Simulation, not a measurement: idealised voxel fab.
Proc. module: voxel fin reveal
The figure presents cross-section cut, which has a width of 180 nm and is divided into square cells with an edge length of 5 nm.
A cross-section is a grid of square cells, given in bands from the top down. A band is one or more rows of cells.
Read a band's entry like this: the first values are the height of its top and the height of its bottom in nm, and what follows is the sequence of materials from left to right, each with its width in nm. Note that "air" is empty space, and that a single material marked "full width" reaches across the band from edge to edge.
Heights are expressed relative to 0, this being the level below which the as-received wafer comprises one material exclusively. The lowest band is unbounded in the downward direction and is denoted as in "from 0 down".
A width given as "30 to 40" starts at the first number in the band's top row and ends at the second number in its bottom row, shifting by an equal amount at every step from row to row.
The designation "no change", where it is given for a processing step, indicates that no cell of the cross-section was altered in the course of that step.
The entry titled "Listed closed voids" provides the empty spaces that have no open way to the top, restricted to those of 8 cells or more. Each is presented as width x height at distance, the distance being measured from the left edge, with all three in nm.
The remark found on a step's line after its settings is issued by the simulator itself and pertains to that step.
A step line may carry the setting "overlay nm", which, for steps involving a mask, states the distance by which the mask lay to the right of its intended position; negative values denote displacement to the left.
# Process steps foreseen in the plan
1) RECEIVE with material Si
2) CONFORMAL_DEP with material SiN, thk nm 10
3) MASKED_ETCH with tone cover, mask id FINS, width nm 15, pitch nm 40, etch materials SiN, depth nm 10, overlay nm -15
4) MASKED_ETCH with tone cover, mask id FINS, width nm 15, pitch nm 40, etch materials Si, depth nm 30, overlay nm 0
5) FILL_DEP with material SiO2, thk nm 5
6) CMP with height nm 10
7) SELECTIVE_ETCH with etch materials SiO2, depth nm 25
8) STRIP with etch materials SiN
Variable across wafers: step 3 overlay nm (plan value is that of the first wafer; starting state common to all).
# The first of several wafers in cross-section, exactly as it reached us after step 1
- from 0 down: Si full width
- Listed closed voids: none
# Once step 8, the last step, is complete, the module is at its end; this is the cross-section of the first of several wafers
- from 0 to -15: air=45, Si=30, air=10, Si=30, air=65
- from -15 to -30: SiO2=45, Si=30, SiO2=10, Si=30, SiO2=65
- from -30 down: Si full width
- Listed closed voids: none
# Wafer cross-section (last wafer, module end)
- from 0 to -15: air=60, Si=30, air=10, Si=30, air=50
- from -15 to -30: SiO2=60, Si=30, SiO2=10, Si=30, SiO2=50
- from -30 down: Si full width
- Listed closed voids: none
# Here is how to read the rows: every wafer has a row, and it shows the wafer at the end of the module, giving for each material how many cells were gained (+) or lost (-) since the wafer was received, then listing its closed voids
overlay nm -15; -144 Si; +72 SiO2; Listed closed voids: none
overlay nm -10; -156 Si; +78 SiO2; Listed closed voids: none
overlay nm -5; -168 Si; +84 SiO2; Listed closed voids: none
overlay nm 0; -180 Si; +90 SiO2; Listed closed voids: none
overlay nm 5; -168 Si; +84 SiO2; Listed closed voids: none
overlay nm 10; -156 Si; +78 SiO2; Listed closed voids: none
overlay nm 15; -144 Si; +72 SiO2; Listed closed voids: none
